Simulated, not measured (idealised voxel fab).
A process module follows: voxel gate over fins.
The cross-section on display is named cut; it measures 195 nm wide, and its cells are 5 nm squares.
Cross-section format: a grid of square cells, given as bands from top to bottom; each band is one or more rows of cells.
The entry gives the band's vertical extent as a top height and a bottom height in nm, then its horizontal make-up as materials from left to right, each with a width in nm. "air" stands for empty space; a single material marked "everywhere" fills the band edge to edge.
Note: height 0 marks the level under which the wafer is uniformly one material as received. Lowest band unbounded below, written "top 0, no bottom".
Top row gets the first number, bottom row gets the second, and each row in between changes by the same step: that is how a band width like "30 to 40" works.
Key: "remains unaltered" - step with no changed cell in the cross-section.
What "Voids, fully enclosed" gives you is every empty space of 8 cells or more that is cut off from the top. Each appears as width x height at distance, with the distance taken from the left edge and width, height and distance all in nm.
If you see something after the settings on a step's line, that's the simulator's own remark about that step.
A step line may carry the setting "overlay nm", which, for steps involving a mask, states the distance by which the mask lay to the right of its intended position; negative values denote displacement to the left.
## Below is the list of planned process steps
1: RECEIVE [material Si]
2: CONFORMAL_DEP [material SiN] [thk nm 5]
3: PATTERN [tone cover] [mask id FINS] [material resist] [width nm 15] [pitch nm 60] [thk nm 15] [overlay nm 0]
4: DIRECTIONAL_ETCH [etch materials SiN] [depth nm 5]
5: DIRECTIONAL_ETCH [etch materials Si] [depth nm 40]
6: STRIP [etch materials resist]
7: FILL_DEP [material SiO2] [thk nm 15]
8: CMP [height nm 5]
9: PATTERN [tone open] [mask id RAIL] [material resist] [width nm 15] [thk nm 15] [overlay nm 0]
10: DIRECTIONAL_ETCH [etch materials SiO2] [depth nm 40]
11: STRIP [etch materials resist]
12: CONFORMAL_DEP [material TiN] [thk nm 5]
13: FILL_DEP [material W] [thk nm 5]
14: CMP [height nm 5]
15: SELECTIVE_ETCH [etch materials W Ru TiN] [depth nm 25]
16: FILL_DEP [material SiO2] [thk nm 5]
17: CMP [height nm 5]
18: SELECTIVE_ETCH [etch materials SiO2] [depth nm 20]
19: STRIP [etch materials SiN]
20: CONFORMAL_DEP [material HfO2] [thk nm 5]
21: CONFORMAL_DEP [material TiN] [thk nm 5]
22: CONFORMAL_DEP [material TiAl] [thk nm 5]
23: CONFORMAL_DEP [material TiN] [thk nm 5]
24: FILL_DEP [material W] [thk nm 10]
25: CMP [height nm 25]
26: CONFORMAL_DEP [material SiCN] [thk nm 5]
## Cross-section of the wafer upon arrival, representing the state reached after step 1
> top 0, no bottom | Si everywhere
> Voids, fully enclosed: none
## This is how the wafer looks in cross-section once the module is done, given the starting state and plan above and one mistake in carrying the plan out
> top 30, bottom 25 | SiCN everywhere
> top 25, bottom 20 | TiN everywhere
> top 20, bottom 15 | TiAl everywhere
> top 15, bottom 10 | TiN everywhere
> top 10, bottom 0 | HfO2 everywhere
> top 0, no bottom | Si everywhere
> Voids, fully enclosed: none
Here's what went sideways: contrary to plan, step 2 was performed as CONFORMAL_DEP [material HfO2] [thk nm 5]
